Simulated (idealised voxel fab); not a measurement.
process module | voxel self aligned contacts
We display cut, a cross-section 235 nm in width whose square cells are each 5 nm.
How to read a cross-section here: the picture is a grid of square cells, written as bands going from the top down, and any band can span one or more rows of cells. Read a band's entry like this: the first values are the height of its top and the height of its bottom in nm, and what follows is the sequence of materials from left to right, each with its width in nm. Note that "empty" is empty space, and that a single material marked "edge to edge" reaches across the band from edge to edge. The reference from which all heights are counted is 0, the level beneath which the as-received wafer is entirely one material; the lowest band, having no lower bound, proceeds downward and is written after the example "from 0 down". Read "30->40" as a graded width: first number on top, second number at the bottom, same change between each pair of neighbouring rows. Where a step carries "nothing was modified", the cross-section came out of it unchanged, cell for cell. The list in "Voids, sealed" covers empty spaces of 8 cells or more that cannot reach the top through any open way, and it gives each as width x height at distance; the distance is from the left edge, and width, height and distance are in nm. Formally, on a step line, whatever follows the settings is a remark that the simulator itself makes on the step. Steps that use a mask can have "overlay nm" on their line. It says how far the mask sat to the right of where it was meant to be. Negative means to the left.

**The process steps that were planned are listed below**
- 1: RECEIVE [material Si]
- 2: OXIDIZE [depth nm 5]
- 3: DIRECTIONAL_DEP [material polySi] [thk nm 30]
- 4: DIRECTIONAL_DEP [material SiN] [thk nm 20]
- 5: PATTERN [tone cover] [mask id GATE] [material resist] [width nm 30] [pitch nm 70] [thk nm 15] [overlay nm 0]
- 6: DIRECTIONAL_ETCH [etch materials SiN] [depth nm 20]
- 7: DIRECTIONAL_ETCH [etch materials polySi] [depth nm 30]
- 8: STRIP [etch materials resist]
- 9: CONFORMAL_DEP [material SiN] [thk nm 10]
- 10: DIRECTIONAL_ETCH [etch materials SiN] [depth nm 10]
- 11: FILL_DEP [material SiO2] [thk nm 20]
- 12: CMP [height nm 60]
- 13: DIRECTIONAL_DEP [material aC] [thk nm 15]
- 14: PATTERN [tone open] [mask id CONTACT] [material resist] [width nm 50] [pitch nm 70] [thk nm 30] [overlay nm 0]
- 15: DIRECTIONAL_ETCH [etch materials aC] [depth nm 15]
- 16: STRIP [etch materials resist]
- 17: DIRECTIONAL_ETCH [etch materials SiO2] [depth nm 65]
- 18: STRIP [etch materials aC]
- 19: CONFORMAL_DEP [material TiN] [thk nm 5]
- 20: FILL_DEP [material W] [thk nm 5]
- 21: CMP [height nm 60]
- 22: CONFORMAL_DEP [material SiCN] [thk nm 5]

**Incoming wafer in cross-section (state: after step 1)**
	from 0 down: Si edge to edge
	Voids, sealed: none

**Figure: cross-sectional view of the wafer upon completion of the module, processed from the initial state and according to the plan depicted above, with one error introduced during execution**
	from 65 to 60: SiCN edge to edge
	from 60 to 55: SiO2 55; TiN 5; W 40; TiN 5; SiO2 20; TiN 5; W 40; TiN 5; SiO2 60
	from 55 to 50: SiO2 55; TiN 50; SiO2 20; TiN 50; SiO2 60
	from 50 to 30: SiO2 15; SiN 60; TiN 10; SiN 60; TiN 10; SiN 60; SiO2 20
	from 30 to 0: SiO2 15; SiN 10; polySi 40; SiN 10; TiN 10; SiN 10; polySi 40; SiN 10; TiN 10; SiN 10; polySi 40; SiN 10; SiO2 20
	from 0 to -5: SiO2 75; TiN 10; SiO2 60; TiN 10; SiO2 80
	from -5 down: Si edge to edge
	Voids, sealed: none
what went wrong: step 5 did not use the planned setting and instead ran as PATTERN [tone cover] [mask id GATE] [material resist] [width nm 40] [pitch nm 70] [thk nm 15] [overlay nm 0]
